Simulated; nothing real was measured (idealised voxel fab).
The process module presented herein is designated voxel wiring stack.
In the cross-section labelled cut, the width is 240 nm and each square cell is 5 nm.
We lay out every cross-section as a grid of square cells and spell it out in bands from the top down, where one band means one or more rows of cells.
It is stipulated that each band's entry specify, in nanometres, the height of the top of the band and then that of its bottom, followed by the materials of the band in left-to-right sequence, each together with its width in nanometres. A single material marked by the word "everywhere" is understood to fill the band from edge to edge; the word "air" is understood to denote empty space.
Height datum 0, below which the as-received substrate wafer is one material. Lowest band open at the bottom, running downward: "top 0, no bottom".
Width "30..40": first value at the band's top row of cells, second value at its bottom row, equal change from row to row.
Given "nothing different" for a step, no cell of the cross-section differs between before and after that step.
"Closed cavity list" enumerates empty spaces isolated from the top, with no open way to it, that contain at least 8 cells, giving each as width x height at distance from the left edge, all three in nm.
Post-settings text on a step line: simulator's own remark regarding the step.
The line of a step may include "overlay nm". On a step with a mask, this value is how far to the right of its planned place the mask lay. A negative value means the mask lay to the left.
Pairs, read this way: before one process step on the one hand, after it on the other, the after cross-section ending at the lowest band that changed; the step between, settings included, beneath. Same starting wafer throughout, but possibly different runs of this module, so no pair continues from the pair above unless its entry headed "Pre-process" says so.

Pre-process
	top 0, no bottom | Si everywhere
	Closed cavity list: none

Post-Step Geometry
	top 10, bottom 0 | SiO2 everywhere
	All layers under 0 are left as they were.
	Closed cavity list: none
Intermediate step for the cross-sections above: CONFORMAL_DEP (material SiO2; thk nm 10)

Pre-process: the state before this step is the cross-section shown after the step in the pair just above.

Post-Step Geometry
	top 15, bottom 10 | SiN everywhere
	All layers under 10 are left as they were.
	Closed cavity list: none
Intermediate step for the cross-sections above: CONFORMAL_DEP (material SiN; thk nm 5)

Pre-process: the state before this step is the cross-section shown after the step in the pair just above.

Post-Step Geometry
	top 30, bottom 15 | lowk everywhere
	All layers under 15 are left as they were.
	Closed cavity list: none
Intermediate step for the cross-sections above: DIRECTIONAL_DEP (material lowk; thk nm 15)

Pre-process: the state before this step is the cross-section shown after the step in the pair just above.

Post-Step Geometry
	top 45, bottom 30 | aC everywhere
	All layers under 30 are left as they were.
	Closed cavity list: none
Intermediate step for the cross-sections above: DIRECTIONAL_DEP (material aC; thk nm 15)

Pre-process: the state before this step is the cross-section shown after the step in the pair just above.

Post-Step Geometry
	top 80, bottom 45 | resist=80; air=30; resist=15; air=30; resist=85
	All layers under 45 are left as they were.
	Closed cavity list: none
Intermediate step for the cross-sections above: PATTERN (tone open; mask id METAL_1; material resist; width nm 30; pitch nm 45; thk nm 35; overlay nm 0)

Pre-process: the state before this step is the cross-section shown after the step in the pair just above.

Post-Step Geometry
	top 65, bottom 45 | resist=80; air=30; resist=15; air=30; resist=85
	top 45, bottom 30 | aC=80; air=30; aC=15; air=30; aC=85
	All layers under 30 are left as they were.
	Closed cavity list: none
Intermediate step for the cross-sections above: DIRECTIONAL_ETCH (etch materials aC; depth nm 15)

Pre-process: the state before this step is the cross-section shown after the step in the pair just above.

Post-Step Geometry
	top 45, bottom 30 | aC=80; air=30; aC=15; air=30; aC=85
	All layers under 30 are left as they were.
	Closed cavity list: none
Intermediate step for the cross-sections above: STRIP (etch materials resist)

Pre-process: the state before this step is the cross-section shown after the step in the pair just above.

Post-Step Geometry
	top 45, bottom 30 | aC=80; air=30; aC=15; air=30; aC=85
	top 30, bottom 15 | lowk=80; air=30; lowk=15; air=30; lowk=85
	All layers under 15 are left as they were.
	Closed cavity list: none
Intermediate step for the cross-sections above: DIRECTIONAL_ETCH (etch materials lowk; depth nm 15)

Pre-process: the state before this step is the cross-section shown after the step in the pair just above.

Post-Step Geometry
	top 45, bottom 30 | aC=80; air=30; aC=15; air=30; aC=85
	top 30, bottom 15 | lowk=80; air=30; lowk=15; air=30; lowk=85
	top 15, bottom 10 | SiN=80; air=30; SiN=15; air=30; SiN=85
	All layers under 10 are left as they were.
	Closed cavity list: none
Intermediate step for the cross-sections above: DIRECTIONAL_ETCH (etch materials SiN; depth nm 5)

Pre-process: the state before this step is the cross-section shown after the step in the pair just above.

Post-Step Geometry
	top 30, bottom 15 | lowk=80; air=30; lowk=15; air=30; lowk=85
	All layers under 15 are left as they were.
	Closed cavity list: none
Intermediate step for the cross-sections above: STRIP (etch materials aC)

Pre-process: the state before this step is the cross-section shown after the step in the pair just above.

Post-Step Geometry
	top 35, bottom 30 | TiN=85; air=20; TiN=25; air=20; TiN=90
	top 30, bottom 15 | lowk=80; TiN=5; air=20; TiN=5; lowk=15; TiN=5; air=20; TiN=5; lowk=85
	top 15, bottom 10 | SiN=80; TiN=30; SiN=15; TiN=30; SiN=85
	All layers under 10 are left as they were.
	Closed cavity list: none
Intermediate step for the cross-sections above: CONFORMAL_DEP (material TiN; thk nm 5)

Pre-process: the state before this step is the cross-section shown after the step in the pair just above.

Post-Step Geometry
	top 45, bottom 35 | W everywhere
	top 35, bottom 30 | TiN=85; W=20; TiN=25; W=20; TiN=90
	top 30, bottom 15 | lowk=80; TiN=5; W=20; TiN=5; lowk=15; TiN=5; W=20; TiN=5; lowk=85
	All layers under 15 are left as they were.
	Closed cavity list: none
Intermediate step for the cross-sections above: FILL_DEP (material W; thk nm 10)

Pre-process: the state before this step is the cross-section shown after the step in the pair just above.

Post-Step Geometry
	top 30, bottom 15 | lowk=80; TiN=5; W=20; TiN=5; lowk=15; TiN=5; W=20; TiN=5; lowk=85
	All layers under 15 are left as they were.
	Closed cavity list: none
Intermediate step for the cross-sections above: CMP (height nm 30)

Pre-process: the state before this step is the cross-section shown after the step in the pair just above.

Post-Step Geometry
	top 35, bottom 30 | air=75; Ru=40; air=5; Ru=40; air=80
	All layers under 30 are left as they were.
	Closed cavity list: none
Intermediate step for the cross-sections above: EPI (material Ru; thk nm 5)

Pre-process: the state before this step is the cross-section shown after the step in the pair just above.

Post-Step Geometry
	top 40, bottom 35 | SiCN everywhere
	top 35, bottom 30 | SiCN=75; Ru=40; SiCN=5; Ru=40; SiCN=80
	All layers under 30 are left as they were.
	Closed cavity list: none
Intermediate step for the cross-sections above: FILL_DEP (material SiCN; thk nm 5)

Pre-process: the state before this step is the cross-section shown after the step in the pair just above.

Post-Step Geometry
	top 50, bottom 40 | SiO2 everywhere
	All layers under 40 are left as they were.
	Closed cavity list: none
Intermediate step for the cross-sections above: DIRECTIONAL_DEP (material SiO2; thk nm 10)

Pre-process: the state before this step is the cross-section shown after the step in the pair just above.

Post-Step Geometry
	top 65, bottom 50 | aC everywhere
	All layers under 50 are left as they were.
	Closed cavity list: none
Intermediate step for the cross-sections above: DIRECTIONAL_DEP (material aC; thk nm 15)

Pre-process: the state before this step is the cross-section shown after the step in the pair just above.

Post-Step Geometry
	top 95, bottom 65 | resist=80; air=15; resist=30; air=15; resist=100
	All layers under 65 are left as they were.
	Closed cavity list: none
Intermediate step for the cross-sections above: PATTERN (tone open; mask id PLUG_1; material resist; width nm 15; pitch nm 45; thk nm 30; overlay nm 0)

Pre-process: the state before this step is the cross-section shown after the step in the pair just above.

Post-Step Geometry
	top 80, bottom 65 | resist=80; air=15; resist=30; air=15; resist=100
	top 65, bottom 50 | aC=80; air=15; aC=30; air=15; aC=100
	All layers under 50 are left as they were.
	Closed cavity list: none
Intermediate step for the cross-sections above: DIRECTIONAL_ETCH (etch materials aC; depth nm 15)

Pre-process: the state before this step is the cross-section shown after the step in the pair just above.

Post-Step Geometry
	top 65, bottom 50 | aC=80; air=15; aC=30; air=15; aC=100
	All layers under 50 are left as they were.
	Closed cavity list: none
Intermediate step for the cross-sections above: STRIP (etch materials resist)

Pre-process: the state before this step is the cross-section shown after the step in the pair just above.

Post-Step Geometry
	top 65, bottom 50 | aC=80; air=15; aC=30; air=15; aC=100
	top 50, bottom 40 | SiO2=80; air=15; SiO2=30; air=15; SiO2=100
	All layers under 40 are left as they were.
	Closed cavity list: none
Intermediate step for the cross-sections above: DIRECTIONAL_ETCH (etch materials SiO2; depth nm 10)

Pre-process: the state before this step is the cross-section shown after the step in the pair just above.

Post-Step Geometry
	top 65, bottom 50 | aC=80; air=15; aC=30; air=15; aC=100
	top 50, bottom 40 | SiO2=80; air=15; SiO2=30; air=15; SiO2=100
	top 40, bottom 35 | SiCN=80; air=15; SiCN=30; air=15; SiCN=100
	All layers under 35 are left as they were.
	Closed cavity list: none
Intermediate step for the cross-sections above: DIRECTIONAL_ETCH (etch materials SiCN; depth nm 5)

Pre-process: the state before this step is the cross-section shown after the step in the pair just above.

Post-Step Geometry
	top 50, bottom 40 | SiO2=80; air=15; SiO2=30; air=15; SiO2=100
	All layers under 40 are left as they were.
	Closed cavity list: none
Intermediate step for the cross-sections above: STRIP (etch materials aC)

Pre-process: the state before this step is the cross-section shown after the step in the pair just above.

Post-Step Geometry
	top 50, bottom 45 | SiO2=80; air=15; SiO2=30; air=15; SiO2=100
	top 45, bottom 40 | SiO2=80; Ru=15; SiO2=30; Ru=15; SiO2=100
	top 40, bottom 30 | SiCN=80..75; Ru=15..40; SiCN=30..5; Ru=15..40; SiCN=100..80
	All layers under 30 are left as they were.
	Closed cavity list: none
Intermediate step for the cross-sections above: EPI (material Ru; thk nm 10)

Pre-process: the state before this step is the cross-section shown after the step in the pair just above.

Post-Step Geometry
	top 50, bottom 40 | SiO2=80; Ru=15; SiO2=30; Ru=15; SiO2=100
	All layers under 40 are left as they were.
	Closed cavity list: none
Intermediate step for the cross-sections above: EPI (material Ru; thk nm 5)

Pre-process: the state before this step is the cross-section shown after the step in the pair just above.

Post-Step Geometry
	top 55, bottom 50 | SiN everywhere
	All layers under 50 are left as they were.
	Closed cavity list: none
Intermediate step for the cross-sections above: CONFORMAL_DEP (material SiN; thk nm 5)

Pre-process: the state before this step is the cross-section shown after the step in the pair just above.

Post-Step Geometry
	top 80, bottom 55 | lowk everywhere
	All layers under 55 are left as they were.
	Closed cavity list: none
Intermediate step for the cross-sections above: DIRECTIONAL_DEP (material lowk; thk nm 25)

Pre-process: the state before this step is the cross-section shown after the step in the pair just above.

Post-Step Geometry
	top 90, bottom 80 | aC everywhere
	All layers under 80 are left as they were.
	Closed cavity list: none
Intermediate step for the cross-sections above: DIRECTIONAL_DEP (material aC; thk nm 10)

Pre-process: the state before this step is the cross-section shown after the step in the pair just above.

Post-Step Geometry
	top 115, bottom 90 | resist=80; air=30; resist=15; air=30; resist=85
	All layers under 90 are left as they were.
	Closed cavity list: none
Intermediate step for the cross-sections above: PATTERN (tone open; mask id METAL_2; material resist; width nm 30; pitch nm 45; thk nm 25; overlay nm 0)

Pre-process: the state before this step is the cross-section shown after the step in the pair just above.

Post-Step Geometry
	top 105, bottom 90 | resist=80; air=30; resist=15; air=30; resist=85
	top 90, bottom 80 | aC=80; air=30; aC=15; air=30; aC=85
	All layers under 80 are left as they were.
	Closed cavity list: none
Intermediate step for the cross-sections above: DIRECTIONAL_ETCH (etch materials aC; depth nm 10)

Pre-process: the state before this step is the cross-section shown after the step in the pair just above.

Post-Step Geometry
	top 90, bottom 80 | aC=80; air=30; aC=15; air=30; aC=85
	All layers under 80 are left as they were.
	Closed cavity list: none
Intermediate step for the cross-sections above: STRIP (etch materials resist)

Pre-process: the state before this step is the cross-section shown after the step in the pair just above.

Post-Step Geometry
	top 90, bottom 80 | aC=80; air=30; aC=15; air=30; aC=85
	top 80, bottom 55 | lowk=80; air=30; lowk=15; air=30; lowk=85
	All layers under 55 are left as they were.
	Closed cavity list: none
Intermediate step for the cross-sections above: DIRECTIONAL_ETCH (etch materials lowk; depth nm 25)

Pre-process: the state before this step is the cross-section shown after the step in the pair just above.

Post-Step Geometry
	top 90, bottom 80 | aC=80; air=30; aC=15; air=30; aC=85
	top 80, bottom 55 | lowk=80; air=30; lowk=15; air=30; lowk=85
	top 55, bottom 50 | SiN=80; air=30; SiN=15; air=30; SiN=85
	All layers under 50 are left as they were.
	Closed cavity list: none
Intermediate step for the cross-sections above: DIRECTIONAL_ETCH (etch materials SiN; depth nm 5)

Pre-process: the state before this step is the cross-section shown after the step in the pair just above.

Post-Step Geometry
	top 80, bottom 55 | lowk=80; air=30; lowk=15; air=30; lowk=85
	All layers under 55 are left as they were.
	Closed cavity list: none
Intermediate step for the cross-sections above: STRIP (etch materials aC)

Pre-process: the state before this step is the cross-section shown after the step in the pair just above.

Post-Step Geometry
	top 85, bottom 80 | TiN=85; air=20; TiN=25; air=20; TiN=90
	top 80, bottom 55 | lowk=80; TiN=5; air=20; TiN=5; lowk=15; TiN=5; air=20; TiN=5; lowk=85
	top 55, bottom 50 | SiN=80; TiN=30; SiN=15; TiN=30; SiN=85
	All layers under 50 are left as they were.
	Closed cavity list: none
Intermediate step for the cross-sections above: CONFORMAL_DEP (material TiN; thk nm 5)

Pre-process: the state before this step is the cross-section shown after the step in the pair just above.

Post-Step Geometry
	top 95, bottom 85 | W everywhere
	top 85, bottom 80 | TiN=85; W=20; TiN=25; W=20; TiN=90
	top 80, bottom 55 | lowk=80; TiN=5; W=20; TiN=5; lowk=15; TiN=5; W=20; TiN=5; lowk=85
	All layers under 55 are left as they were.
	Closed cavity list: none
Intermediate step for the cross-sections above: FILL_DEP (material W; thk nm 10)

Pre-process: the state before this step is the cross-section shown after the step in the pair just above.

Post-Step Geometry
	top 80, bottom 55 | lowk=80; TiN=5; W=20; TiN=5; lowk=15; TiN=5; W=20; TiN=5; lowk=85
	All layers under 55 are left as they were.
	Closed cavity list: none
Intermediate step for the cross-sections above: CMP (height nm 80)

Pre-process: the state before this step is the cross-section shown after the step in the pair just above.

Post-Step Geometry
	top 85, bottom 80 | SiCN everywhere
	All layers under 80 are left as they were.
	Closed cavity list: none
Intermediate step for the cross-sections above: CONFORMAL_DEP (material SiCN; thk nm 5)

Pre-process
	top 35, bottom 30 | air=75; Ru=40; air=5; Ru=40; air=80
	top 30, bottom 15 | lowk=80; TiN=5; W=20; TiN=5; lowk=15; TiN=5; W=20; TiN=5; lowk=85
	top 15, bottom 10 | SiN=80; TiN=30; SiN=15; TiN=30; SiN=85
	top 10, bottom 0 | SiO2 everywhere
	top 0, no bottom | Si everywhere
	Closed cavity list: none

Post-Step Geometry
	top 45, bottom 40 | air=75; SiO2=40; air=5; SiO2=40; air=80
	top 40, bottom 35 | SiO2 everywhere
	top 35, bottom 30 | SiO2=75; Ru=40; SiO2=5; Ru=40; SiO2=80
	All layers under 30 are left as they were.
	Closed cavity list: none
Intermediate step for the cross-sections above: DIRECTIONAL_DEP (material SiO2; thk nm 10)

Pre-process: the state before this step is the cross-section shown after the step in the pair just above.

Post-Step Geometry
	top 60, bottom 55 | air=75; aC=40; air=5; aC=40; air=80
	top 55, bottom 45 | aC everywhere
	top 45, bottom 40 | aC=75; SiO2=40; aC=5; SiO2=40; aC=80
	All layers under 40 are left as they were.
	Closed cavity list: none
Intermediate step for the cross-sections above: DIRECTIONAL_DEP (material aC; thk nm 15)

Pre-process: the state before this step is the cross-section shown after the step in the pair just above.

Post-Step Geometry
	top 90, bottom 60 | resist=80; air=15; resist=30; air=15; resist=100
	top 60, bottom 55 | resist=75; aC=40; resist=5; aC=40; resist=80
	All layers under 55 are left as they were.
	Closed cavity list: none
Intermediate step for the cross-sections above: PATTERN (tone open; mask id PLUG_1; material resist; width nm 15; pitch nm 45; thk nm 30; overlay nm 0)

Pre-process: the state before this step is the cross-section shown after the step in the pair just above.

Post-Step Geometry
	top 75, bottom 60 | resist=80; air=15; resist=30; air=15; resist=100
	top 60, bottom 55 | resist=75; aC=5; air=15; aC=20; resist=5; aC=5; air=15; aC=20; resist=80
	top 55, bottom 45 | aC=80; air=15; aC=30; air=15; aC=100
	All layers under 45 are left as they were.
	Closed cavity list: none
Intermediate step for the cross-sections above: DIRECTIONAL_ETCH (etch materials aC; depth nm 15)

Pre-process: the state before this step is the cross-section shown after the step in the pair just above.

Post-Step Geometry
	top 60, bottom 55 | air=75; aC=5; air=15; aC=20; air=5; aC=5; air=15; aC=20; air=80
	All layers under 55 are left as they were.
	Closed cavity list: none
Intermediate step for the cross-sections above: STRIP (etch materials resist)

Pre-process: the state before this step is the cross-section shown after the step in the pair just above.

Post-Step Geometry
	top 60, bottom 55 | air=75; aC=5; air=15; aC=20; air=5; aC=5; air=15; aC=20; air=80
	top 55, bottom 45 | aC=80; air=15; aC=30; air=15; aC=100
	top 45, bottom 40 | aC=75; SiO2=5; air=15; SiO2=20; aC=5; SiO2=5; air=15; SiO2=20; aC=80
	top 40, bottom 35 | SiO2=80; air=15; SiO2=30; air=15; SiO2=100
	All layers under 35 are left as they were.
	Closed cavity list: none
Intermediate step for the cross-sections above: DIRECTIONAL_ETCH (etch materials SiO2; depth nm 10)

Pre-process: the state before this step is the cross-section shown after the step in the pair just above.

Post-Step Geometry
	top 45, bottom 40 | air=75; SiO2=5; air=15; SiO2=20; air=5; SiO2=5; air=15; SiO2=20; air=80
	All layers under 40 are left as they were.
	Closed cavity list: none
Intermediate step for the cross-sections above: STRIP (etch materials aC)

Pre-process: the state before this step is the cross-section shown after the step in the pair just above.

Post-Step Geometry
	top 45, bottom 40 | air=75; SiO2=5; Ru=15; SiO2=20; air=5; SiO2=5; Ru=15; SiO2=20; air=80
	top 40, bottom 30 | SiO2=80..75; Ru=15..40; SiO2=30..5; Ru=15..40; SiO2=100..80
	All layers under 30 are left as they were.
	Closed cavity list: none
Intermediate step for the cross-sections above: EPI (material Ru; thk nm 10)

Pre-process: the state before this step is the cross-section shown after the step in the pair just above.

Post-Step Geometry
	top 50, bottom 45 | air=75; Ru=25; air=20; Ru=25; air=95
	All layers under 45 are left as they were.
	Closed cavity list: none
Intermediate step for the cross-sections above: EPI (material Ru; thk nm 5)

Pre-process: the state before this step is the cross-section shown after the step in the pair just above.

Post-Step Geometry
	top 55, bottom 50 | air=70; SiN=35; air=10; SiN=35; air=90
	top 50, bottom 45 | air=70; SiN=5; Ru=25; SiN=20; Ru=25; SiN=20; air=75
	top 45, bottom 40 | SiN=75; SiO2=5; Ru=15; SiO2=20; SiN=5; SiO2=5; Ru=15; SiO2=20; SiN=80
	All layers under 40 are left as they were.
	Closed cavity list: none
Intermediate step for the cross-sections above: CONFORMAL_DEP (material SiN; thk nm 5)

Pre-process: the state before this step is the cross-section shown after the step in the pair just above.

Post-Step Geometry
	top 80, bottom 75 | air=70; lowk=35; air=10; lowk=35; air=90
	top 75, bottom 70 | air=70; lowk=95; air=75
	top 70, bottom 55 | lowk everywhere
	top 55, bottom 50 | lowk=70; SiN=35; lowk=10; SiN=35; lowk=90
	top 50, bottom 45 | lowk=70; SiN=5; Ru=25; SiN=20; Ru=25; SiN=20; lowk=75
	All layers under 45 are left as they were.
	Closed cavity list: none
Intermediate step for the cross-sections above: DIRECTIONAL_DEP (material lowk; thk nm 25)

Pre-process: the state before this step is the cross-section shown after the step in the pair just above.

Post-Step Geometry
	top 90, bottom 85 | air=70; aC=35; air=10; aC=35; air=90
	top 85, bottom 80 | air=70; aC=95; air=75
	top 80, bottom 75 | aC=70; lowk=35; aC=10; lowk=35; aC=90
	top 75, bottom 70 | aC=70; lowk=95; aC=75
	All layers under 70 are left as they were.
	Closed cavity list: none
Intermediate step for the cross-sections above: DIRECTIONAL_DEP (material aC; thk nm 10)

Pre-process: the state before this step is the cross-section shown after the step in the pair just above.

Post-Step Geometry
	top 115, bottom 90 | resist=80; air=30; resist=15; air=30; resist=85
	top 90, bottom 85 | resist=70; aC=35; air=5; resist=5; aC=35; air=5; resist=85
	top 85, bottom 80 | resist=70; aC=95; resist=75
	All layers under 80 are left as they were.
	Closed cavity list: none
Intermediate step for the cross-sections above: PATTERN (tone open; mask id METAL_2; material resist; width nm 30; pitch nm 45; thk nm 25; overlay nm 0)

Pre-process: the state before this step is the cross-section shown after the step in the pair just above.

Post-Step Geometry
	top 105, bottom 90 | resist=80; air=30; resist=15; air=30; resist=85
	top 90, bottom 85 | resist=70; aC=10; air=30; resist=5; aC=10; air=30; resist=85
	top 85, bottom 80 | resist=70; aC=10; air=30; aC=15; air=30; aC=10; resist=75
	top 80, bottom 75 | aC=70; lowk=35; air=5; aC=5; lowk=35; air=5; aC=85
	All layers under 75 are left as they were.
	Closed cavity list: none
Intermediate step for the cross-sections above: DIRECTIONAL_ETCH (etch materials aC; depth nm 10)

Pre-process: the state before this step is the cross-section shown after the step in the pair just above.

Post-Step Geometry
	top 90, bottom 85 | air=70; aC=10; air=35; aC=10; air=115
	top 85, bottom 80 | air=70; aC=10; air=30; aC=15; air=30; aC=10; air=75
	All layers under 80 are left as they were.
	Closed cavity list: none
Intermediate step for the cross-sections above: STRIP (etch materials resist)

Pre-process: the state before this step is the cross-section shown after the step in the pair just above.

Post-Step Geometry
	top 90, bottom 85 | air=70; aC=10; air=35; aC=10; air=115
	top 85, bottom 80 | air=70; aC=10; air=30; aC=15; air=30; aC=10; air=75
	top 80, bottom 75 | aC=70; lowk=10; air=30; aC=5; lowk=10; air=30; aC=85
	top 75, bottom 70 | aC=70; lowk=10; air=30; lowk=15; air=30; lowk=10; aC=75
	top 70, bottom 55 | lowk=80; air=30; lowk=15; air=30; lowk=85
	top 55, bottom 50 | lowk=70; SiN=35; air=5; lowk=5; SiN=35; air=5; lowk=85
	All layers under 50 are left as they were.
	Closed cavity list: none
Intermediate step for the cross-sections above: DIRECTIONAL_ETCH (etch materials lowk; depth nm 25)

Pre-process: the state before this step is the cross-section shown after the step in the pair just above.

Post-Step Geometry
	top 90, bottom 85 | air=70; aC=10; air=35; aC=10; air=115
	top 85, bottom 80 | air=70; aC=10; air=30; aC=15; air=30; aC=10; air=75
	top 80, bottom 75 | aC=70; lowk=10; air=30; aC=5; lowk=10; air=30; aC=85
	top 75, bottom 70 | aC=70; lowk=10; air=30; lowk=15; air=30; lowk=10; aC=75
	top 70, bottom 55 | lowk=80; air=30; lowk=15; air=30; lowk=85
	top 55, bottom 50 | lowk=70; SiN=10; air=30; lowk=5; SiN=10; air=30; lowk=85
	top 50, bottom 45 | lowk=70; SiN=5; Ru=25; SiN=5; air=5; SiN=10; Ru=25; SiN=5; air=5; SiN=10; lowk=75
	All layers under 45 are left as they were.
	Closed cavity list: none
Intermediate step for the cross-sections above: DIRECTIONAL_ETCH (etch materials SiN; depth nm 5)

Pre-process: the state before this step is the cross-section shown after the step in the pair just above.

Post-Step Geometry
	top 80, bottom 75 | air=70; lowk=10; air=35; lowk=10; air=115
	top 75, bottom 70 | air=70; lowk=10; air=30; lowk=15; air=30; lowk=10; air=75
	All layers under 70 are left as they were.
	Closed cavity list: none
Intermediate step for the cross-sections above: STRIP (etch materials aC)

Pre-process: the state before this step is the cross-section shown after the step in the pair just above.

Post-Step Geometry
	top 85, bottom 80 | air=65; TiN=20; air=25; TiN=20; air=110
	top 80, bottom 75 | air=65; TiN=5; lowk=10; TiN=5; air=20; TiN=10; lowk=10; TiN=5; air=20; TiN=20; air=70
	top 75, bottom 70 | TiN=70; lowk=10; TiN=5; air=20; TiN=5; lowk=15; TiN=5; air=20; TiN=5; lowk=10; TiN=75
	top 70, bottom 55 | lowk=80; TiN=5; air=20; TiN=5; lowk=15; TiN=5; air=20; TiN=5; lowk=85
	top 55, bottom 50 | lowk=70; SiN=10; TiN=30; lowk=5; SiN=10; TiN=30; lowk=85
	top 50, bottom 45 | lowk=70; SiN=5; Ru=25; SiN=5; TiN=5; SiN=10; Ru=25; SiN=5; TiN=5; SiN=10; lowk=75
	All layers under 45 are left as they were.
	Closed cavity list: none
Intermediate step for the cross-sections above: CONFORMAL_DEP (material TiN; thk nm 5)

Pre-process: the state before this step is the cross-section shown after the step in the pair just above.

Post-Step Geometry
	top 95, bottom 85 | W everywhere
	top 85, bottom 80 | W=65; TiN=20; W=25; TiN=20; W=110
	top 80, bottom 75 | W=65; TiN=5; lowk=10; TiN=5; W=20; TiN=10; lowk=10; TiN=5; W=20; TiN=20; W=70
	top 75, bottom 70 | TiN=70; lowk=10; TiN=5; W=20; TiN=5; lowk=15; TiN=5; W=20; TiN=5; lowk=10; TiN=75
	top 70, bottom 55 | lowk=80; TiN=5; W=20; TiN=5; lowk=15; TiN=5; W=20; TiN=5; lowk=85
	All layers under 55 are left as they were.
	Closed cavity list: none
Intermediate step for the cross-sections above: FILL_DEP (material W; thk nm 10)

Pre-process: the state before this step is the cross-section shown after the step in the pair just above.

Post-Step Geometry
	top 80, bottom 75 | W=65; TiN=5; lowk=10; TiN=5; W=20; TiN=10; lowk=10; TiN=5; W=20; TiN=20; W=70
	All layers under 75 are left as they were.
	Closed cavity list: none
Intermediate step for the cross-sections above: CMP (height nm 80)

Pre-process: the state before this step is the cross-section shown after the step in the pair just above.

Post-Step Geometry
	top 85, bottom 80 | SiCN everywhere
	All layers under 80 are left as they were.
	Closed cavity list: none
Intermediate step for the cross-sections above: CONFORMAL_DEP (material SiCN; thk nm 5)

Pre-process
	top 50, bottom 45 | SiO2=80; air=15; SiO2=30; air=15; SiO2=100
	top 45, bottom 40 | SiO2=80; Ru=15; SiO2=30; Ru=15; SiO2=100
	top 40, bottom 30 | SiCN=80..75; Ru=15..40; SiCN=30..5; Ru=15..40; SiCN=100..80
	top 30, bottom 15 | lowk=80; TiN=5; W=20; TiN=5; lowk=15; TiN=5; W=20; TiN=5; lowk=85
	top 15, bottom 10 | SiN=80; TiN=30; SiN=15; TiN=30; SiN=85
	top 10, bottom 0 | SiO2 everywhere
	top 0, no bottom | Si everywhere
	Closed cavity list: none

Post-Step Geometry
	top 55, bottom 50 | air=75; Ru=25; air=20; Ru=25; air=95
	top 50, bottom 40 | SiO2=80; Ru=15; SiO2=30; Ru=15; SiO2=100
	All layers under 40 are left as they were.
	Closed cavity list: none
Intermediate step for the cross-sections above: EPI (material Ru; thk nm 10)

Pre-process: the state before this step is the cross-section shown after the step in the pair just above.

Post-Step Geometry
	top 60, bottom 50 | air=70; Ru=35; air=10; Ru=35; air=90
	All layers under 50 are left as they were.
	Closed cavity list: none
Intermediate step for the cross-sections above: EPI (material Ru; thk nm 5)

Pre-process: the state before this step is the cross-section shown after the step in the pair just above.

Post-Step Geometry
	top 65, bottom 60 | air=65; SiN=90; air=85
	top 60, bottom 55 | air=65; SiN=5; Ru=35; SiN=10; Ru=35; SiN=5; air=85
	top 55, bottom 50 | SiN=70; Ru=35; SiN=10; Ru=35; SiN=90
	All layers under 50 are left as they were.
	Closed cavity list: none
Intermediate step for the cross-sections above: CONFORMAL_DEP (material SiN; thk nm 5)

Pre-process: the state before this step is the cross-section shown after the step in the pair just above.

Post-Step Geometry
	top 90, bottom 80 | air=65; lowk=90; air=85
	top 80, bottom 65 | lowk everywhere
	top 65, bottom 60 | lowk=65; SiN=90; lowk=85
	top 60, bottom 55 | lowk=65; SiN=5; Ru=35; SiN=10; Ru=35; SiN=5; lowk=85
	All layers under 55 are left as they were.
	Closed cavity list: none
Intermediate step for the cross-sections above: DIRECTIONAL_DEP (material lowk; thk nm 25)

Pre-process: the state before this step is the cross-section shown after the step in the pair just above.

Post-Step Geometry
	top 100, bottom 90 | air=65; aC=90; air=85
	top 90, bottom 80 | aC=65; lowk=90; aC=85
	All layers under 80 are left as they were.
	Closed cavity list: none
Intermediate step for the cross-sections above: DIRECTIONAL_DEP (material aC; thk nm 10)

Pre-process: the state before this step is the cross-section shown after the step in the pair just above.

Post-Step Geometry
	top 125, bottom 100 | resist=80; air=30; resist=15; air=30; resist=85
	top 100, bottom 90 | resist=65; aC=90; resist=85
	All layers under 90 are left as they were.
	Closed cavity list: none
Intermediate step for the cross-sections above: PATTERN (tone open; mask id METAL_2; material resist; width nm 30; pitch nm 45; thk nm 25; overlay nm 0)

Pre-process: the state before this step is the cross-section shown after the step in the pair just above.

Post-Step Geometry
	top 115, bottom 100 | resist=80; air=30; resist=15; air=30; resist=85
	top 100, bottom 90 | resist=65; aC=15; air=30; aC=15; air=30; resist=85
	All layers under 90 are left as they were.
	Closed cavity list: none
Intermediate step for the cross-sections above: DIRECTIONAL_ETCH (etch materials aC; depth nm 10)

Pre-process: the state before this step is the cross-section shown after the step in the pair just above.

Post-Step Geometry
	top 100, bottom 90 | air=65; aC=15; air=30; aC=15; air=115
	All layers under 90 are left as they were.
	Closed cavity list: none
Intermediate step for the cross-sections above: STRIP (etch materials resist)

Pre-process: the state before this step is the cross-section shown after the step in the pair just above.

Post-Step Geometry
	top 100, bottom 90 | air=65; aC=15; air=30; aC=15; air=115
	top 90, bottom 80 | aC=65; lowk=15; air=30; lowk=15; air=30; aC=85
	top 80, bottom 65 | lowk=80; air=30; lowk=15; air=30; lowk=85
	All layers under 65 are left as they were.
	Closed cavity list: none
Intermediate step for the cross-sections above: DIRECTIONAL_ETCH (etch materials lowk; depth nm 25)

Pre-process: the state before this step is the cross-section shown after the step in the pair just above.

Post-Step Geometry
	top 100, bottom 90 | air=65; aC=15; air=30; aC=15; air=115
	top 90, bottom 80 | aC=65; lowk=15; air=30; lowk=15; air=30; aC=85
	top 80, bottom 65 | lowk=80; air=30; lowk=15; air=30; lowk=85
	top 65, bottom 60 | lowk=65; SiN=15; air=30; SiN=15; air=30; lowk=85
	All layers under 60 are left as they were.
	Closed cavity list: none
Intermediate step for the cross-sections above: DIRECTIONAL_ETCH (etch materials SiN; depth nm 5)

Pre-process: the state before this step is the cross-section shown after the step in the pair just above.

Post-Step Geometry
	top 90, bottom 80 | air=65; lowk=15; air=30; lowk=15; air=115
	All layers under 80 are left as they were.
	Closed cavity list: none
Intermediate step for the cross-sections above: STRIP (etch materials aC)

Pre-process: the state before this step is the cross-section shown after the step in the pair just above.

Post-Step Geometry
	top 95, bottom 90 | air=60; TiN=25; air=20; TiN=25; air=110
	top 90, bottom 85 | air=60; TiN=5; lowk=15; TiN=5; air=20; TiN=5; lowk=15; TiN=5; air=110
	top 85, bottom 80 | TiN=65; lowk=15; TiN=5; air=20; TiN=5; lowk=15; TiN=5; air=20; TiN=90
	top 80, bottom 65 | lowk=80; TiN=5; air=20; TiN=5; lowk=15; TiN=5; air=20; TiN=5; lowk=85
	top 65, bottom 60 | lowk=65; SiN=15; TiN=30; SiN=15; TiN=30; lowk=85
	All layers under 60 are left as they were.
	Closed cavity list: none
Intermediate step for the cross-sections above: CONFORMAL_DEP (material TiN; thk nm 5)
